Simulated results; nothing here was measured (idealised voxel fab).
process module | voxel self aligned vias
Section cut is 230 nm wide and gridded with 5 nm square cells.
Bands, listed from the top down, are how a cross-section gets written in this document; the cross-section itself is a grid of square cells, and a band is one or more rows of them. Basically the band line says how high the top is and how high the bottom is, in nm, and then what's in it from left to right, every material with its width in nm. Empty space shows up as "blank", and if a single material carries "edge to edge" it runs the full band edge to edge. Height is counted from the level 0, under which the received wafer is composed throughout of one material. The lowest of the bands is not closed at the bottom but continues downward, in the notation "top 0, no bottom". You'd read "30->40" like this: the band's top row of cells is as wide as the first number, its bottom row is as wide as the second, and going down, every row changes width by the same amount as the row before did. "remains unaltered" (step): cross-section cells unchanged, all of them. The entry "Closed void table" lists the empty spaces that cover at least 8 cells and have no open path to the top. Each is written as width x height at distance, where the distance is measured from the left edge and all three values are in nm. Step line, after settings: the simulator's comment on this step. overlay nm: on a step with a mask, how far right of its planned place the mask lay; negative means left.
These are the steps we planned for the process
- 1: RECEIVE with material Si
- 2: CONFORMAL_DEP with material SiO2, thk nm 10
- 3: CONFORMAL_DEP with material SiCN, thk nm 5
- 4: DIRECTIONAL_DEP with material SiO2, thk nm 30
- 5: MASKED_ETCH with tone open, mask id LINES, width nm 20, pitch nm 50, etch materials SiO2, depth nm 30, overlay nm 0
- 6: CONFORMAL_DEP with material TiN, thk nm 5
- 7: FILL_DEP with material Ru, thk nm 10
- 8: CMP with height nm 45
- 9: SELECTIVE_ETCH with etch materials W Ru TiN, depth nm 10
- 10: FILL_DEP with material SiN, thk nm 10
- 11: CMP with height nm 45
- 12: DIRECTIONAL_DEP with material SiO2, thk nm 15
- 13: PATTERN with tone open, mask id VIAS, material resist, width nm 30, thk nm 20, overlay nm 0
- 14: DIRECTIONAL_ETCH with etch materials SiO2, depth nm 15
- 15: DIRECTIONAL_ETCH with etch materials SiN, depth nm 10
- 16: STRIP with etch materials resist
- 17: CONFORMAL_DEP with material TiN, thk nm 5
- 18: FILL_DEP with material W, thk nm 5
- 19: CMP with height nm 60
- 20: CONFORMAL_DEP with material SiCN, thk nm 5
First of two wafers: run as planned
Cross-section: wafer on arrival = after step 1
  top 0, no bottom: Si edge to edge
  Closed void table: none
Cross-section through the wafer, step 2 finished
  top 10, bottom 0: SiO2 edge to edge
  Rest of section, below 0: as before.
Cross-section through the wafer, step 3 finished
  top 15, bottom 10: SiCN edge to edge
  Rest of section, below 10: as before.
Cross-section through the wafer, step 4 finished
  top 45, bottom 15: SiO2 edge to edge
  Rest of section, below 15: as before.
Cross-section through the wafer, step 5 finished
  top 45, bottom 15: SiO2 (80) / blank (20) / SiO2 (30) / blank (20) / SiO2 (80)
  Rest of section, below 15: as before.
Cross-section through the wafer, step 6 finished
  top 50, bottom 45: TiN (85) / blank (10) / TiN (40) / blank (10) / TiN (85)
  top 45, bottom 20: SiO2 (80) / TiN (5) / blank (10) / TiN (5) / SiO2 (30) / TiN (5) / blank (10) / TiN (5) / SiO2 (80)
  top 20, bottom 15: SiO2 (80) / TiN (20) / SiO2 (30) / TiN (20) / SiO2 (80)
  Rest of section, below 15: as before.
Cross-section through the wafer, step 7 finished
  top 60, bottom 50: Ru edge to edge
  top 50, bottom 45: TiN (85) / Ru (10) / TiN (40) / Ru (10) / TiN (85)
  top 45, bottom 20: SiO2 (80) / TiN (5) / Ru (10) / TiN (5) / SiO2 (30) / TiN (5) / Ru (10) / TiN (5) / SiO2 (80)
  Rest of section, below 20: as before.
Cross-section through the wafer, step 8 finished
  top 45, bottom 20: SiO2 (80) / TiN (5) / Ru (10) / TiN (5) / SiO2 (30) / TiN (5) / Ru (10) / TiN (5) / SiO2 (80)
  Rest of section, below 20: as before.
Cross-section through the wafer, step 9 finished
  top 45, bottom 35: SiO2 (80) / blank (20) / SiO2 (30) / blank (20) / SiO2 (80)
  Rest of section, below 35: as before.
Cross-section through the wafer, step 10 finished
  top 55, bottom 45: SiN edge to edge
  top 45, bottom 35: SiO2 (80) / SiN (20) / SiO2 (30) / SiN (20) / SiO2 (80)
  Rest of section, below 35: as before.
Cross-section through the wafer, step 11 finished
  top 45, bottom 35: SiO2 (80) / SiN (20) / SiO2 (30) / SiN (20) / SiO2 (80)
  Rest of section, below 35: as before.
Cross-section through the wafer, step 12 finished
  top 60, bottom 45: SiO2 edge to edge
  Rest of section, below 45: as before.
Cross-section through the wafer, step 13 finished
  top 80, bottom 60: resist (75) / blank (30) / resist (125)
  Rest of section, below 60: as before.
Cross-section through the wafer, step 14 finished
  top 80, bottom 60: resist (75) / blank (30) / resist (125)
  top 60, bottom 45: SiO2 (75) / blank (30) / SiO2 (125)
  Rest of section, below 45: as before.
Cross-section through the wafer, step 15 finished
  top 80, bottom 60: resist (75) / blank (30) / resist (125)
  top 60, bottom 45: SiO2 (75) / blank (30) / SiO2 (125)
  top 45, bottom 35: SiO2 (80) / blank (20) / SiO2 (30) / SiN (20) / SiO2 (80)
  Rest of section, below 35: as before.
Cross-section through the wafer, step 16 finished
  top 60, bottom 45: SiO2 (75) / blank (30) / SiO2 (125)
  Rest of section, below 45: as before.
Cross-section through the wafer, step 17 finished
  top 65, bottom 60: TiN (80) / blank (20) / TiN (130)
  top 60, bottom 50: SiO2 (75) / TiN (5) / blank (20) / TiN (5) / SiO2 (125)
  top 50, bottom 45: SiO2 (75) / TiN (10) / blank (10) / TiN (10) / SiO2 (125)
  top 45, bottom 40: SiO2 (80) / TiN (5) / blank (10) / TiN (5) / SiO2 (30) / SiN (20) / SiO2 (80)
  top 40, bottom 35: SiO2 (80) / TiN (20) / SiO2 (30) / SiN (20) / SiO2 (80)
  Rest of section, below 35: as before.
Cross-section through the wafer, step 18 finished
  top 70, bottom 65: W edge to edge
  top 65, bottom 60: TiN (80) / W (20) / TiN (130)
  top 60, bottom 50: SiO2 (75) / TiN (5) / W (20) / TiN (5) / SiO2 (125)
  top 50, bottom 45: SiO2 (75) / TiN (10) / W (10) / TiN (10) / SiO2 (125)
  top 45, bottom 40: SiO2 (80) / TiN (5) / W (10) / TiN (5) / SiO2 (30) / SiN (20) / SiO2 (80)
  Rest of section, below 40: as before.
Cross-section through the wafer, step 19 finished
  top 60, bottom 50: SiO2 (75) / TiN (5) / W (20) / TiN (5) / SiO2 (125)
  Rest of section, below 50: as before.
Cross-section through the wafer, step 20 finished
  top 65, bottom 60: SiCN edge to edge
  Rest of section, below 60: as before.
The second wafer was prepared from the same starting point and under the same plan as the first; its processing contained one mistake, and it remains indistinguishable from the first wafer up to and including step 2
Second wafer profile in section, at the moment step 3 of the plan was meant to be complete
  top 40, bottom 0: SiO2 edge to edge
  Rest of section, below 0: as before.
Second wafer profile in section, at the moment step 4 of the plan was meant to be complete
  top 45, bottom 40: SiCN edge to edge
  Rest of section, below 40: as before.
Second wafer profile in section, at the moment step 5 of the plan was meant to be complete: remains unaltered
Second wafer profile in section, at the moment step 6 of the plan was meant to be complete
  top 50, bottom 45: TiN edge to edge
  Rest of section, below 45: as before.
Second wafer profile in section, at the moment step 7 of the plan was meant to be complete
  top 60, bottom 50: Ru edge to edge
  Rest of section, below 50: as before.
Second wafer profile in section, at the moment step 8 of the plan was meant to be complete
  top 45, bottom 40: SiCN edge to edge
  Rest of section, below 40: as before.
Second wafer profile in section, at the moment step 9 of the plan was meant to be complete: remains unaltered
Second wafer profile in section, at the moment step 10 of the plan was meant to be complete
  top 55, bottom 45: SiN edge to edge
  Rest of section, below 45: as before.
Second wafer profile in section, at the moment step 11 of the plan was meant to be complete
  top 45, bottom 40: SiCN edge to edge
  Rest of section, below 40: as before.
Second wafer profile in section, at the moment step 12 of the plan was meant to be complete
  top 60, bottom 45: SiO2 edge to edge
  Rest of section, below 45: as before.
Second wafer profile in section, at the moment step 13 of the plan was meant to be complete
  top 80, bottom 60: resist (75) / blank (30) / resist (125)
  Rest of section, below 60: as before.
Second wafer profile in section, at the moment step 14 of the plan was meant to be complete
  top 80, bottom 60: resist (75) / blank (30) / resist (125)
  top 60, bottom 45: SiO2 (75) / blank (30) / SiO2 (125)
  Rest of section, below 45: as before.
Second wafer profile in section, at the moment step 15 of the plan was meant to be complete: remains unaltered
Second wafer profile in section, at the moment step 16 of the plan was meant to be complete
  top 60, bottom 45: SiO2 (75) / blank (30) / SiO2 (125)
  Rest of section, below 45: as before.
Second wafer profile in section, at the moment step 17 of the plan was meant to be complete
  top 65, bottom 60: TiN (80) / blank (20) / TiN (130)
  top 60, bottom 50: SiO2 (75) / TiN (5) / blank (20) / TiN (5) / SiO2 (125)
  top 50, bottom 45: SiO2 (75) / TiN (30) / SiO2 (125)
  Rest of section, below 45: as before.
Second wafer profile in section, at the moment step 18 of the plan was meant to be complete
  top 70, bottom 65: W edge to edge
  top 65, bottom 60: TiN (80) / W (20) / TiN (130)
  top 60, bottom 50: SiO2 (75) / TiN (5) / W (20) / TiN (5) / SiO2 (125)
  Rest of section, below 50: as before.
Second wafer profile in section, at the moment step 19 of the plan was meant to be complete
  top 60, bottom 50: SiO2 (75) / TiN (5) / W (20) / TiN (5) / SiO2 (125)
  Rest of section, below 50: as before.
Second wafer profile in section, at the moment step 20 of the plan was meant to be complete
  top 65, bottom 60: SiCN edge to edge
  Rest of section, below 60: as before.
Short version of what went wrong: mixed up steps 3 and 4 - ran each in the other's place
FYI, end of process, the second wafer has more or fewer cells of some materials than the first: -12 Ru, -8 SiN, +48 SiO2, -24 TiN, -4 W
